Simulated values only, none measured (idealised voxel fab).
The following process module bears the name voxel ribs on slabs.
Section cut is 235 nm wide and gridded with 5 nm square cells.
When this document writes out a cross-section, it uses a grid of square cells and lists it as bands, beginning at the top and moving down, with a band standing for one or more rows of cells.
Read a band's entry like this: the first values are the height of its top and the height of its bottom in nm, and what follows is the sequence of materials from left to right, each with its width in nm. Note that "blank" is empty space, and that a single material marked "all across" reaches across the band from edge to edge.
Height is counted from the level 0, under which the received wafer is composed throughout of one material. The lowest of the bands is not closed at the bottom but continues downward, in the notation "z 0 and below".
The expression "30..40" gives the width at the extremes of the band, the first number at its top row of cells and the second at its bottom row, with the width changing by equal amounts from each row to the next in between.
The designation "no change occurred", where it is given for a processing step, indicates that no cell of the cross-section was altered in the course of that step.
The list in "Voids, enclosed" covers empty spaces of 8 cells or more that cannot reach the top through any open way, and it gives each as width x height at distance; the distance is from the left edge, and width, height and distance are in nm.
On each step's line, the part that comes after the settings is the simulator's own comment on the step.
When a step includes a mask, the "overlay nm" setting on its line states how far to the right of its planned place that mask lay, and negative values state how far to the left.

**The following list gives the planned process steps**
1 RECEIVE: material Si
2 DIRECTIONAL_DEP: material SiO2, thk nm 30
3 DIRECTIONAL_DEP: material SiN, thk nm 20
4 PATTERN: tone cover, mask id RIB, material resist, width nm 20, thk nm 20, overlay nm 0
5 DIRECTIONAL_ETCH: etch materials SiN, depth nm 10
6 STRIP: etch materials resist
7 PATTERN: tone cover, mask id SLAB, material resist, width nm 50, thk nm 20, overlay nm 0
8 DIRECTIONAL_ETCH: etch materials SiN, depth nm 10
9 STRIP: etch materials resist
10 FILL_DEP: material SiO2, thk nm 15
11 CMP: height nm 60
12 DIRECTIONAL_DEP: material TiN, thk nm 10
13 DIRECTIONAL_DEP: material aC, thk nm 10
14 PATTERN: tone cover, mask id HEATER, material resist, width nm 30, thk nm 30, overlay nm 0
15 DIRECTIONAL_ETCH: etch materials aC, depth nm 10
16 STRIP: etch materials resist
17 DIRECTIONAL_ETCH: etch materials TiN, depth nm 10
18 STRIP: etch materials aC
19 CONFORMAL_DEP: material SiN, thk nm 5

**First wafer out of two, processed as planned**

**Received-state cross-section, reflecting completion of step 1**
* z 0 and below | Si all across
* Voids, enclosed: none

**So this is the wafer cross-section right after step 2**
* z 30 to 0 | SiO2 all across
* Whatever lies below 0 is exactly as it was before.

**So this is the wafer cross-section right after step 3**
* z 50 to 30 | SiN all across
* Whatever lies below 30 is exactly as it was before.

**So this is the wafer cross-section right after step 4**
* z 70 to 50 | blank (105), resist (20), blank (110)
* Whatever lies below 50 is exactly as it was before.

**So this is the wafer cross-section right after step 5**
* z 70 to 50 | blank (105), resist (20), blank (110)
* z 50 to 40 | blank (105), SiN (20), blank (110)
* Whatever lies below 40 is exactly as it was before.

**So this is the wafer cross-section right after step 6**
* z 50 to 40 | blank (105), SiN (20), blank (110)
* Whatever lies below 40 is exactly as it was before.

**So this is the wafer cross-section right after step 7**
* z 70 to 50 | blank (90), resist (50), blank (95)
* z 50 to 40 | blank (90), resist (15), SiN (20), resist (15), blank (95)
* Whatever lies below 40 is exactly as it was before.

**So this is the wafer cross-section right after step 8**
* z 70 to 50 | blank (90), resist (50), blank (95)
* z 50 to 40 | blank (90), resist (15), SiN (20), resist (15), blank (95)
* z 40 to 30 | blank (90), SiN (50), blank (95)
* Whatever lies below 30 is exactly as it was before.

**So this is the wafer cross-section right after step 9**
* z 50 to 40 | blank (105), SiN (20), blank (110)
* Whatever lies below 40 is exactly as it was before.

**So this is the wafer cross-section right after step 10**
* z 65 to 50 | SiO2 all across
* z 50 to 40 | SiO2 (105), SiN (20), SiO2 (110)
* z 40 to 30 | SiO2 (90), SiN (50), SiO2 (95)
* Whatever lies below 30 is exactly as it was before.

**So this is the wafer cross-section right after step 11**
* z 60 to 50 | SiO2 all across
* Whatever lies below 50 is exactly as it was before.

**So this is the wafer cross-section right after step 12**
* z 70 to 60 | TiN all across
* Whatever lies below 60 is exactly as it was before.

**So this is the wafer cross-section right after step 13**
* z 80 to 70 | aC all across
* Whatever lies below 70 is exactly as it was before.

**So this is the wafer cross-section right after step 14**
* z 110 to 80 | blank (100), resist (30), blank (105)
* Whatever lies below 80 is exactly as it was before.

**So this is the wafer cross-section right after step 15**
* z 100 to 80 | blank (100), resist (30), blank (105)
* z 80 to 70 | blank (100), aC (30), blank (105)
* Whatever lies below 70 is exactly as it was before.

**So this is the wafer cross-section right after step 16**
* z 80 to 70 | blank (100), aC (30), blank (105)
* Whatever lies below 70 is exactly as it was before.

**So this is the wafer cross-section right after step 17**
* z 80 to 70 | blank (100), aC (30), blank (105)
* z 70 to 60 | blank (100), TiN (30), blank (105)
* Whatever lies below 60 is exactly as it was before.

**So this is the wafer cross-section right after step 18**
* z 70 to 60 | blank (100), TiN (30), blank (105)
* Whatever lies below 60 is exactly as it was before.

**So this is the wafer cross-section right after step 19**
* z 75 to 70 | blank (95), SiN (40), blank (100)
* z 70 to 65 | blank (95), SiN (5), TiN (30), SiN (5), blank (100)
* z 65 to 60 | SiN (100), TiN (30), SiN (105)
* Whatever lies below 60 is exactly as it was before.

**The second wafer: identical to the first at the outset and in its planned sequence, differing only in that one mistake was made during processing; up to and including step 11, its path is the first wafer's path**

**Cross-section, second wafer, at the end time the plan gives for step 12**
* z 75 to 60 | TiN all across
* Whatever lies below 60 is exactly as it was before.

**Cross-section, second wafer, at the end time the plan gives for step 13**
* z 85 to 75 | aC all across
* Whatever lies below 75 is exactly as it was before.

**Cross-section, second wafer, at the end time the plan gives for step 14**
* z 115 to 85 | blank (100), resist (30), blank (105)
* Whatever lies below 85 is exactly as it was before.

**Cross-section, second wafer, at the end time the plan gives for step 15**
* z 105 to 85 | blank (100), resist (30), blank (105)
* z 85 to 75 | blank (100), aC (30), blank (105)
* Whatever lies below 75 is exactly as it was before.

**Cross-section, second wafer, at the end time the plan gives for step 16**
* z 85 to 75 | blank (100), aC (30), blank (105)
* Whatever lies below 75 is exactly as it was before.

**Cross-section, second wafer, at the end time the plan gives for step 17**
* z 85 to 75 | blank (100), aC (30), blank (105)
* z 75 to 65 | blank (100), TiN (30), blank (105)
* Whatever lies below 65 is exactly as it was before.

**Cross-section, second wafer, at the end time the plan gives for step 18**
* z 75 to 65 | blank (100), TiN (30), blank (105)
* Whatever lies below 65 is exactly as it was before.

**Cross-section, second wafer, at the end time the plan gives for step 19**
* z 80 to 75 | blank (95), SiN (40), blank (100)
* z 75 to 70 | blank (95), SiN (5), TiN (30), SiN (5), blank (100)
* z 70 to 65 | SiN (100), TiN (30), SiN (105)
* Whatever lies below 65 is exactly as it was before.
Nonconformance to the process plan: step 12: run off-plan, actual operation and settings DIRECTIONAL_DEP: material TiN, thk nm 15
The second wafer ends with more or fewer cells of some materials than the first, per final count: TiN +47
